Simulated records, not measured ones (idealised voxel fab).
The following is a process module called voxel capacitor over wiring.
Shown is cross-section cut, with a width of 250 nm and square cells of size 5 nm.
Cross-section, as written here: a square-cell grid given band by band from the top down, where a band holds one or more rows of cells. For a band, the entry starts with two heights in nm, that of the top and then that of the bottom, and carries on with the band's materials in order from left to right, each alongside its width in nm; the word "full width" beside a single material means it fills the band edge to edge, and "empty" means empty space. Below 0: as-received wafer, all one material; heights counted from there. Lowest band: no bottom, goes on down, written "0 and below". You'd read "30..40" like this: the band's top row of cells is as wide as the first number, its bottom row is as wide as the second, and going down, every row changes width by the same amount as the row before did. Any step labelled "no alteration" changed none of the cells in the cross-section. This entry, "Closed internal voids", enumerates those empty regions of no fewer than 8 cells that possess no open connection to the top. Each region is reported in the form width x height at distance, the distance being taken from the left edge, with all three quantities expressed in nm. Where a step's line continues beyond its settings, the continuation is a remark by the simulator itself on that step. Each step line may optionally specify "overlay nm", which for a step with a mask gives the rightward distance between the mask's planned place and where it lay, a negative value indicating the leftward direction.

-- The planned process steps are enumerated hereunder
| 1 | RECEIVE: material Si |
| 2 | CONFORMAL_DEP: material SiO2, thk nm 10 |
| 3 | DIRECTIONAL_DEP: material TiN, thk nm 5 |
| 4 | DIRECTIONAL_DEP: material Ru, thk nm 25 |
| 5 | PATTERN: tone cover, mask id METAL_1, material resist, width nm 30, pitch nm 80, thk nm 20, overlay nm 0 |
| 6 | DIRECTIONAL_ETCH: etch materials Ru, depth nm 25 |
| 7 | DIRECTIONAL_ETCH: etch materials TiN, depth nm 5 |
| 8 | STRIP: etch materials resist |
| 9 | CONFORMAL_DEP: material SiN, thk nm 5 |
| 10 | FILL_DEP: material SiO2, thk nm 10 |
| 11 | CMP: height nm 40 |
| 12 | CONFORMAL_DEP: material SiCN, thk nm 5 |
| 13 | DIRECTIONAL_DEP: material SiO2, thk nm 15 |
| 14 | PATTERN: tone open, mask id PLUG_1, material resist, width nm 15, thk nm 20, overlay nm 0 |
| 15 | DIRECTIONAL_ETCH: etch materials SiO2, depth nm 15 |
| 16 | DIRECTIONAL_ETCH: etch materials SiCN, depth nm 5 |
| 17 | STRIP: etch materials resist |
| 18 | CONFORMAL_DEP: material TiN, thk nm 5 |
| 19 | FILL_DEP: material Cu, thk nm 5 |
| 20 | CMP: height nm 60 |
| 21 | DIRECTIONAL_DEP: material TiN, thk nm 5 |
| 22 | DIRECTIONAL_DEP: material SiN, thk nm 5 |
| 23 | DIRECTIONAL_DEP: material TiN, thk nm 10 |
| 24 | PATTERN: tone cover, mask id UPPER_PLATE, material resist, width nm 55, thk nm 20, overlay nm 0 |
| 25 | DIRECTIONAL_ETCH: etch materials TiN, depth nm 10 |
| 26 | DIRECTIONAL_ETCH: etch materials SiN, depth nm 5 |
| 27 | STRIP: etch materials resist |
| 28 | PATTERN: tone cover, mask id LOWER_PLATE, material resist, width nm 65, thk nm 15, overlay nm 0 |
| 29 | DIRECTIONAL_ETCH: etch materials TiN, depth nm 5 |
| 30 | STRIP: etch materials resist |
| 31 | FILL_DEP: material SiO2, thk nm 20 |
| 32 | CMP: height nm 95 |
| 33 | DIRECTIONAL_DEP: material aC, thk nm 15 |
| 34 | PATTERN: tone open, mask id PLUG_2, material resist, width nm 15, thk nm 35, overlay nm 0 |
| 35 | DIRECTIONAL_ETCH: etch materials aC, depth nm 15 |
| 36 | STRIP: etch materials resist |
| 37 | DIRECTIONAL_ETCH: etch materials SiO2, depth nm 15 |
| 38 | STRIP: etch materials aC |
| 39 | CONFORMAL_DEP: material TiN, thk nm 5 |
| 40 | FILL_DEP: material W, thk nm 10 |
| 41 | CMP: height nm 95 |
| 42 | CONFORMAL_DEP: material SiN, thk nm 5 |

-- Wafer at receipt (post step 1), cross-section
    0 and below = Si full width
    Closed internal voids: none

-- What the wafer looks like in cross-section after this module, when it starts as shown above and follows the plan above but one mistake is made in running it
    100 down to 95 = SiN full width
    95 down to 85 = 95 SiO2 | 5 TiN | 5 W | 5 TiN | 140 SiO2
    85 down to 80 = 95 SiO2 | 15 TiN | 140 SiO2
    80 down to 70 = 85 SiO2 | 55 TiN | 110 SiO2
    70 down to 65 = 85 SiO2 | 55 SiN | 110 SiO2
    65 down to 60 = 80 SiO2 | 65 TiN | 105 SiO2
    60 down to 45 = 85 SiO2 | 5 TiN | 5 Cu | 5 TiN | 150 SiO2
    45 down to 40 = 85 SiCN | 15 TiN | 150 SiCN
    40 down to 15 = 70 Ru | 5 SiN | 20 SiO2 | 5 SiN | 50 Ru | 5 SiN | 20 SiO2 | 5 SiN | 70 Ru
    15 down to 10 = 70 TiN | 30 SiN | 50 TiN | 30 SiN | 70 TiN
    10 down to 0 = SiO2 full width
    0 and below = Si full width
    Closed internal voids: none
Where did the run depart from the plan? rather than as planned, step 5 actually ran as PATTERN: tone open, mask id METAL_1, material resist, width nm 30, pitch nm 80, thk nm 20, overlay nm 0
